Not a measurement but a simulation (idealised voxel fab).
voxel lift off: a process module
Section shown: cut. Width: 275 nm. Cell size: 5 nm, square.
Heads up, the way a cross-section reads in here is a grid of square cells, handed over as bands from the top down, with every band being one or more rows of cells.
Band: top height; bottom height; in nm. Then, left to right: material with width in nm, for each material. "edge to edge": a single material spanning edge to edge. "empty": empty space.
Height is counted from the level 0, under which the received wafer is composed throughout of one material. The lowest of the bands is not closed at the bottom but continues downward, in the notation "0 and below".
A width given as "30 to 40" starts at the first number in the band's top row and ends at the second number in its bottom row, shifting by an equal amount at every step from row to row.
Where a step carries "left unchanged", the cross-section came out of it unchanged, cell for cell.
"Trapped cavities" - sealed voids, min. 8 cells, no opening to top; format: width x height at distance (distance from left edge; nm throughout).
Whatever follows a step's settings on its line is a remark the simulator itself makes about that step.
overlay nm: for a step with a mask, the amount by which the mask lay right of where it was planned; a negative amount means left of it.

Planned step list for the process
1 op RECEIVE | material Si
2 op CONFORMAL_DEP | material Al2O3 | thk nm 10
3 op PATTERN | tone open | mask id LINES | material resist | width nm 15 | pitch nm 45 | thk nm 25 | overlay nm 0
4 op DIRECTIONAL_DEP | material Ru | thk nm 15
5 op STRIP | etch materials resist
6 op CONFORMAL_DEP | material SiN | thk nm 10

Step 1 complete: cross-section of the wafer as received
- 0 and below: Si edge to edge
- Trapped cavities: none

End-of-module cross-section. Starting structure and process plan as above; one mistake made in running it
- 35 down to 25: SiN edge to edge
- 25 down to 10: Ru=105  SiN=15  Ru=30  SiN=15  Ru=110
- 10 down to 0: Al2O3 edge to edge
- 0 and below: Si edge to edge
- Trapped cavities: none
Misprocessing identified: it should be noted that step 3 was executed with settings other than those planned, the operation and settings actually applied being op PATTERN | tone cover | mask id LINES | material resist | width nm 15 | pitch nm 45 | thk nm 25 | overlay nm 0
